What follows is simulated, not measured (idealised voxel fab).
process module | voxel gate over fins
cross-section cut | 275 nm wide | cells 5 nm
A cross-section is a grid of square cells, given in bands from the top down. A band is one or more rows of cells.
Each band's line starts with the height of the band's top and of its bottom, in nm. Then come its materials from left to right, each with its width in nm. One material with "throughout" fills the band from edge to edge. "air" is empty space.
Height 0 is the level under which the wafer as received is all one material. The lowest band goes on downwards, as in "0 down".
A width such as "30 to 40" changes by the same amount from each row of cells to the next, from the band's top row to its bottom row.
"no change" after a step means that no cell of the cross-section changed.
closed voids: empty space of 8 cells or more with no open way to the top, each as width x height at its distance from the left edge, in nm
after a step's settings: what the simulator itself notes on the step
overlay nm, on a step with a mask: how far to the right of its planned place the mask lay; to the left if negative
plan
1 op RECEIVE | material Si
2 op CONFORMAL_DEP | material SiN | thk nm 10
3 op PATTERN | tone cover | mask id FINS | material resist | width nm 15 | pitch nm 60 | thk nm 15 | overlay nm 0
4 op DIRECTIONAL_ETCH | etch materials SiN | depth nm 10
5 op DIRECTIONAL_ETCH | etch materials Si | depth nm 30
6 op STRIP | etch materials resist
7 op OXIDIZE | depth nm 5
8 op FILL_DEP | material SiO2 | thk nm 5
9 op CMP | height nm 10
10 op MASKED_ETCH | tone open | mask id RAIL | width nm 15 | etch materials SiO2 | depth nm 35 | overlay nm 0
11 op CONFORMAL_DEP | material TiN | thk nm 5
12 op FILL_DEP | material W | thk nm 5
13 op CMP | height nm 10
14 op SELECTIVE_ETCH | etch materials W Ru TiN | depth nm 30
15 op FILL_DEP | material SiO2 | thk nm 5
16 op CMP | height nm 10
17 op SELECTIVE_ETCH | etch materials SiO2 | depth nm 25
18 op STRIP | etch materials SiN
19 op CONFORMAL_DEP | material HfO2 | thk nm 5
20 op CONFORMAL_DEP | material TiN | thk nm 5
21 op CONFORMAL_DEP | material TiAl | thk nm 5
22 op CONFORMAL_DEP | material TiN | thk nm 5
23 op FILL_DEP | material W | thk nm 15
24 op CMP | height nm 30
25 op CONFORMAL_DEP | material SiCN | thk nm 5
first wafer, as planned
as received, after step 1
  0 down: Si throughout
  closed voids: none
after step 2
  10 to 0: SiN throughout
  below 0: unchanged
after step 3
  25 to 10: air 70 | resist 15 | air 45 | resist 15 | air 45 | resist 15 | air 70
  below 10: unchanged
after step 4
  25 to 10: air 70 | resist 15 | air 45 | resist 15 | air 45 | resist 15 | air 70
  10 to 0: air 70 | SiN 15 | air 45 | SiN 15 | air 45 | SiN 15 | air 70
  below 0: unchanged
after step 5
  25 to 10: air 70 | resist 15 | air 45 | resist 15 | air 45 | resist 15 | air 70
  10 to 0: air 70 | SiN 15 | air 45 | SiN 15 | air 45 | SiN 15 | air 70
  0 to -30: air 70 | Si 15 | air 45 | Si 15 | air 45 | Si 15 | air 70
  below -30: unchanged
after step 6
  10 to 0: air 70 | SiN 15 | air 45 | SiN 15 | air 45 | SiN 15 | air 70
  below 0: unchanged
after step 7
  10 to 0: air 70 | SiN 15 | air 45 | SiN 15 | air 45 | SiN 15 | air 70
  0 to -30: air 70 | SiO2 5 | Si 5 | SiO2 5 | air 45 | SiO2 5 | Si 5 | SiO2 5 | air 45 | SiO2 5 | Si 5 | SiO2 5 | air 70
  -30 to -35: SiO2 75 | Si 5 | SiO2 55 | Si 5 | SiO2 55 | Si 5 | SiO2 75
  below -35: unchanged
after step 8
  15 to 10: SiO2 throughout
  10 to 0: SiO2 70 | SiN 15 | SiO2 45 | SiN 15 | SiO2 45 | SiN 15 | SiO2 70
  0 to -35: SiO2 75 | Si 5 | SiO2 55 | Si 5 | SiO2 55 | Si 5 | SiO2 75
  below -35: unchanged
after step 9
  10 to 0: SiO2 70 | SiN 15 | SiO2 45 | SiN 15 | SiO2 45 | SiN 15 | SiO2 70
  below 0: unchanged
after step 10
  10 to 0: SiO2 70 | SiN 15 | SiO2 15 | air 15 | SiO2 15 | SiN 15 | SiO2 45 | SiN 15 | SiO2 70
  0 to -25: SiO2 75 | Si 5 | SiO2 20 | air 15 | SiO2 20 | Si 5 | SiO2 55 | Si 5 | SiO2 75
  below -25: unchanged
after step 11
  15 to 10: TiN 105 | air 5 | TiN 165
  10 to 0: SiO2 70 | SiN 15 | SiO2 15 | TiN 5 | air 5 | TiN 5 | SiO2 15 | SiN 15 | SiO2 45 | SiN 15 | SiO2 70
  0 to -20: SiO2 75 | Si 5 | SiO2 20 | TiN 5 | air 5 | TiN 5 | SiO2 20 | Si 5 | SiO2 55 | Si 5 | SiO2 75
  -20 to -25: SiO2 75 | Si 5 | SiO2 20 | TiN 15 | SiO2 20 | Si 5 | SiO2 55 | Si 5 | SiO2 75
  below -25: unchanged
after step 12
  20 to 15: W throughout
  15 to 10: TiN 105 | W 5 | TiN 165
  10 to 0: SiO2 70 | SiN 15 | SiO2 15 | TiN 5 | W 5 | TiN 5 | SiO2 15 | SiN 15 | SiO2 45 | SiN 15 | SiO2 70
  0 to -20: SiO2 75 | Si 5 | SiO2 20 | TiN 5 | W 5 | TiN 5 | SiO2 20 | Si 5 | SiO2 55 | Si 5 | SiO2 75
  below -20: unchanged
after step 13
  10 to 0: SiO2 70 | SiN 15 | SiO2 15 | TiN 5 | W 5 | TiN 5 | SiO2 15 | SiN 15 | SiO2 45 | SiN 15 | SiO2 70
  below 0: unchanged
after step 14
  10 to 0: SiO2 70 | SiN 15 | SiO2 15 | air 15 | SiO2 15 | SiN 15 | SiO2 45 | SiN 15 | SiO2 70
  0 to -20: SiO2 75 | Si 5 | SiO2 20 | air 15 | SiO2 20 | Si 5 | SiO2 55 | Si 5 | SiO2 75
  below -20: unchanged
after step 15
  15 to 10: SiO2 throughout
  10 to 0: SiO2 70 | SiN 15 | SiO2 45 | SiN 15 | SiO2 45 | SiN 15 | SiO2 70
  0 to -20: SiO2 75 | Si 5 | SiO2 55 | Si 5 | SiO2 55 | Si 5 | SiO2 75
  below -20: unchanged
after step 16
  10 to 0: SiO2 70 | SiN 15 | SiO2 45 | SiN 15 | SiO2 45 | SiN 15 | SiO2 70
  below 0: unchanged
after step 17
  10 to 0: air 70 | SiN 15 | air 45 | SiN 15 | air 45 | SiN 15 | air 70
  0 to -15: air 75 | Si 5 | air 55 | Si 5 | air 55 | Si 5 | air 75
  below -15: unchanged
after step 18
  0 to -15: air 75 | Si 5 | air 55 | Si 5 | air 55 | Si 5 | air 75
  below -15: unchanged
after step 19
  5 to 0: air 70 | HfO2 15 | air 45 | HfO2 15 | air 45 | HfO2 15 | air 70
  0 to -10: air 70 | HfO2 5 | Si 5 | HfO2 5 | air 45 | HfO2 5 | Si 5 | HfO2 5 | air 45 | HfO2 5 | Si 5 | HfO2 5 | air 70
  -10 to -15: HfO2 75 | Si 5 | HfO2 55 | Si 5 | HfO2 55 | Si 5 | HfO2 75
  below -15: unchanged
after step 20
  10 to 5: air 65 | TiN 25 | air 35 | TiN 25 | air 35 | TiN 25 | air 65
  5 to 0: air 65 | TiN 5 | HfO2 15 | TiN 5 | air 35 | TiN 5 | HfO2 15 | TiN 5 | air 35 | TiN 5 | HfO2 15 | TiN 5 | air 65
  0 to -5: air 65 | TiN 5 | HfO2 5 | Si 5 | HfO2 5 | TiN 5 | air 35 | TiN 5 | HfO2 5 | Si 5 | HfO2 5 | TiN 5 | air 35 | TiN 5 | HfO2 5 | Si 5 | HfO2 5 | TiN 5 | air 65
  -5 to -10: TiN 70 | HfO2 5 | Si 5 | HfO2 5 | TiN 45 | HfO2 5 | Si 5 | HfO2 5 | TiN 45 | HfO2 5 | Si 5 | HfO2 5 | TiN 70
  below -10: unchanged
after step 21
  15 to 10: air 60 | TiAl 35 | air 25 | TiAl 35 | air 25 | TiAl 35 | air 60
  10 to 5: air 60 | TiAl 5 | TiN 25 | TiAl 5 | air 25 | TiAl 5 | TiN 25 | TiAl 5 | air 25 | TiAl 5 | TiN 25 | TiAl 5 | air 60
  5 to 0: air 60 | TiAl 5 | TiN 5 | HfO2 15 | TiN 5 | TiAl 5 | air 25 | TiAl 5 | TiN 5 | HfO2 15 | TiN 5 | TiAl 5 | air 25 | TiAl 5 | TiN 5 | HfO2 15 | TiN 5 | TiAl 5 | air 60
  0 to -5: TiAl 65 | TiN 5 | HfO2 5 | Si 5 | HfO2 5 | TiN 5 | TiAl 35 | TiN 5 | HfO2 5 | Si 5 | HfO2 5 | TiN 5 | TiAl 35 | TiN 5 | HfO2 5 | Si 5 | HfO2 5 | TiN 5 | TiAl 65
  below -5: unchanged
after step 22
  20 to 15: air 55 | TiN 45 | air 15 | TiN 45 | air 15 | TiN 45 | air 55
  15 to 10: air 55 | TiN 5 | TiAl 35 | TiN 5 | air 15 | TiN 5 | TiAl 35 | TiN 5 | air 15 | TiN 5 | TiAl 35 | TiN 5 | air 55
  10 to 5: air 55 | TiN 5 | TiAl 5 | TiN 25 | TiAl 5 | TiN 5 | air 15 | TiN 5 | TiAl 5 | TiN 25 | TiAl 5 | TiN 5 | air 15 | TiN 5 | TiAl 5 | TiN 25 | TiAl 5 | TiN 5 | air 55
  5 to 0: TiN 60 | TiAl 5 | TiN 5 | HfO2 15 | TiN 5 | TiAl 5 | TiN 25 | TiAl 5 | TiN 5 | HfO2 15 | TiN 5 | TiAl 5 | TiN 25 | TiAl 5 | TiN 5 | HfO2 15 | TiN 5 | TiAl 5 | TiN 60
  below 0: unchanged
after step 23
  35 to 20: W throughout
  20 to 15: W 55 | TiN 45 | W 15 | TiN 45 | W 15 | TiN 45 | W 55
  15 to 10: W 55 | TiN 5 | TiAl 35 | TiN 5 | W 15 | TiN 5 | TiAl 35 | TiN 5 | W 15 | TiN 5 | TiAl 35 | TiN 5 | W 55
  10 to 5: W 55 | TiN 5 | TiAl 5 | TiN 25 | TiAl 5 | TiN 5 | W 15 | TiN 5 | TiAl 5 | TiN 25 | TiAl 5 | TiN 5 | W 15 | TiN 5 | TiAl 5 | TiN 25 | TiAl 5 | TiN 5 | W 55
  below 5: unchanged
after step 24
  30 to 20: W throughout
  below 20: unchanged
after step 25
  35 to 30: SiCN throughout
  below 30: unchanged
second wafer: like start, like plan, one mistake. Through step 9 it matches the first wafer
when step 10 should have ended
  10 to 0: air 70 | SiN 15 | air 15 | SiO2 15 | air 15 | SiN 15 | air 45 | SiN 15 | air 70
  0 to -25: air 70 | SiO2 5 | Si 5 | SiO2 5 | air 15 | SiO2 15 | air 15 | SiO2 5 | Si 5 | SiO2 5 | air 45 | SiO2 5 | Si 5 | SiO2 5 | air 70
  below -25: unchanged
when step 11 should have ended
  15 to 10: air 65 | TiN 25 | air 5 | TiN 25 | air 5 | TiN 25 | air 35 | TiN 25 | air 65
  10 to 0: air 65 | TiN 5 | SiN 15 | TiN 5 | air 5 | TiN 5 | SiO2 15 | TiN 5 | air 5 | TiN 5 | SiN 15 | TiN 5 | air 35 | TiN 5 | SiN 15 | TiN 5 | air 65
  0 to -20: air 65 | TiN 5 | SiO2 5 | Si 5 | SiO2 5 | TiN 5 | air 5 | TiN 5 | SiO2 15 | TiN 5 | air 5 | TiN 5 | SiO2 5 | Si 5 | SiO2 5 | TiN 5 | air 35 | TiN 5 | SiO2 5 | Si 5 | SiO2 5 | TiN 5 | air 65
  -20 to -25: TiN 70 | SiO2 5 | Si 5 | SiO2 5 | TiN 15 | SiO2 15 | TiN 15 | SiO2 5 | Si 5 | SiO2 5 | TiN 45 | SiO2 5 | Si 5 | SiO2 5 | TiN 70
  below -25: unchanged
when step 12 should have ended
  20 to 15: W throughout
  15 to 10: W 65 | TiN 25 | W 5 | TiN 25 | W 5 | TiN 25 | W 35 | TiN 25 | W 65
  10 to 0: W 65 | TiN 5 | SiN 15 | TiN 5 | W 5 | TiN 5 | SiO2 15 | TiN 5 | W 5 | TiN 5 | SiN 15 | TiN 5 | W 35 | TiN 5 | SiN 15 | TiN 5 | W 65
  0 to -20: W 65 | TiN 5 | SiO2 5 | Si 5 | SiO2 5 | TiN 5 | W 5 | TiN 5 | SiO2 15 | TiN 5 | W 5 | TiN 5 | SiO2 5 | Si 5 | SiO2 5 | TiN 5 | W 35 | TiN 5 | SiO2 5 | Si 5 | SiO2 5 | TiN 5 | W 65
  below -20: unchanged
when step 13 should have ended
  10 to 0: W 65 | TiN 5 | SiN 15 | TiN 5 | W 5 | TiN 5 | SiO2 15 | TiN 5 | W 5 | TiN 5 | SiN 15 | TiN 5 | W 35 | TiN 5 | SiN 15 | TiN 5 | W 65
  below 0: unchanged
when step 14 should have ended
  10 to 0: air 70 | SiN 15 | air 15 | SiO2 15 | air 15 | SiN 15 | air 45 | SiN 15 | air 70
  0 to -20: air 70 | SiO2 5 | Si 5 | SiO2 5 | air 15 | SiO2 15 | air 15 | SiO2 5 | Si 5 | SiO2 5 | air 45 | SiO2 5 | Si 5 | SiO2 5 | air 70
  below -20: unchanged
when step 15 should have ended
  15 to 10: SiO2 throughout
  10 to 0: SiO2 70 | SiN 15 | SiO2 45 | SiN 15 | SiO2 45 | SiN 15 | SiO2 70
  0 to -20: SiO2 75 | Si 5 | SiO2 55 | Si 5 | SiO2 55 | Si 5 | SiO2 75
  below -20: unchanged
when step 16 should have ended
  10 to 0: SiO2 70 | SiN 15 | SiO2 45 | SiN 15 | SiO2 45 | SiN 15 | SiO2 70
  below 0: unchanged
when step 17 should have ended
  10 to 0: air 70 | SiN 15 | air 45 | SiN 15 | air 45 | SiN 15 | air 70
  0 to -15: air 75 | Si 5 | air 55 | Si 5 | air 55 | Si 5 | air 75
  below -15: unchanged
when step 18 should have ended
  0 to -15: air 75 | Si 5 | air 55 | Si 5 | air 55 | Si 5 | air 75
  below -15: unchanged
when step 19 should have ended
  5 to 0: air 70 | HfO2 15 | air 45 | HfO2 15 | air 45 | HfO2 15 | air 70
  0 to -10: air 70 | HfO2 5 | Si 5 | HfO2 5 | air 45 | HfO2 5 | Si 5 | HfO2 5 | air 45 | HfO2 5 | Si 5 | HfO2 5 | air 70
  -10 to -15: HfO2 75 | Si 5 | HfO2 55 | Si 5 | HfO2 55 | Si 5 | HfO2 75
  below -15: unchanged
when step 20 should have ended
  10 to 5: air 65 | TiN 25 | air 35 | TiN 25 | air 35 | TiN 25 | air 65
  5 to 0: air 65 | TiN 5 | HfO2 15 | TiN 5 | air 35 | TiN 5 | HfO2 15 | TiN 5 | air 35 | TiN 5 | HfO2 15 | TiN 5 | air 65
  0 to -5: air 65 | TiN 5 | HfO2 5 | Si 5 | HfO2 5 | TiN 5 | air 35 | TiN 5 | HfO2 5 | Si 5 | HfO2 5 | TiN 5 | air 35 | TiN 5 | HfO2 5 | Si 5 | HfO2 5 | TiN 5 | air 65
  -5 to -10: TiN 70 | HfO2 5 | Si 5 | HfO2 5 | TiN 45 | HfO2 5 | Si 5 | HfO2 5 | TiN 45 | HfO2 5 | Si 5 | HfO2 5 | TiN 70
  below -10: unchanged
when step 21 should have ended
  15 to 10: air 60 | TiAl 35 | air 25 | TiAl 35 | air 25 | TiAl 35 | air 60
  10 to 5: air 60 | TiAl 5 | TiN 25 | TiAl 5 | air 25 | TiAl 5 | TiN 25 | TiAl 5 | air 25 | TiAl 5 | TiN 25 | TiAl 5 | air 60
  5 to 0: air 60 | TiAl 5 | TiN 5 | HfO2 15 | TiN 5 | TiAl 5 | air 25 | TiAl 5 | TiN 5 | HfO2 15 | TiN 5 | TiAl 5 | air 25 | TiAl 5 | TiN 5 | HfO2 15 | TiN 5 | TiAl 5 | air 60
  0 to -5: TiAl 65 | TiN 5 | HfO2 5 | Si 5 | HfO2 5 | TiN 5 | TiAl 35 | TiN 5 | HfO2 5 | Si 5 | HfO2 5 | TiN 5 | TiAl 35 | TiN 5 | HfO2 5 | Si 5 | HfO2 5 | TiN 5 | TiAl 65
  below -5: unchanged
when step 22 should have ended
  20 to 15: air 55 | TiN 45 | air 15 | TiN 45 | air 15 | TiN 45 | air 55
  15 to 10: air 55 | TiN 5 | TiAl 35 | TiN 5 | air 15 | TiN 5 | TiAl 35 | TiN 5 | air 15 | TiN 5 | TiAl 35 | TiN 5 | air 55
  10 to 5: air 55 | TiN 5 | TiAl 5 | TiN 25 | TiAl 5 | TiN 5 | air 15 | TiN 5 | TiAl 5 | TiN 25 | TiAl 5 | TiN 5 | air 15 | TiN 5 | TiAl 5 | TiN 25 | TiAl 5 | TiN 5 | air 55
  5 to 0: TiN 60 | TiAl 5 | TiN 5 | HfO2 15 | TiN 5 | TiAl 5 | TiN 25 | TiAl 5 | TiN 5 | HfO2 15 | TiN 5 | TiAl 5 | TiN 25 | TiAl 5 | TiN 5 | HfO2 15 | TiN 5 | TiAl 5 | TiN 60
  below 0: unchanged
when step 23 should have ended
  35 to 20: W throughout
  20 to 15: W 55 | TiN 45 | W 15 | TiN 45 | W 15 | TiN 45 | W 55
  15 to 10: W 55 | TiN 5 | TiAl 35 | TiN 5 | W 15 | TiN 5 | TiAl 35 | TiN 5 | W 15 | TiN 5 | TiAl 35 | TiN 5 | W 55
  10 to 5: W 55 | TiN 5 | TiAl 5 | TiN 25 | TiAl 5 | TiN 5 | W 15 | TiN 5 | TiAl 5 | TiN 25 | TiAl 5 | TiN 5 | W 15 | TiN 5 | TiAl 5 | TiN 25 | TiAl 5 | TiN 5 | W 55
  below 5: unchanged
when step 24 should have ended
  30 to 20: W throughout
  below 20: unchanged
when step 25 should have ended
  35 to 30: SiCN throughout
  below 30: unchanged
what went wrong: step 10 ran as: op MASKED_ETCH | tone cover | mask id RAIL | width nm 15 | etch materials SiO2 | depth nm 35 | overlay nm 0
at the end the second wafer has, in cells: 40 fewer of SiO2 | 40 more of TiN
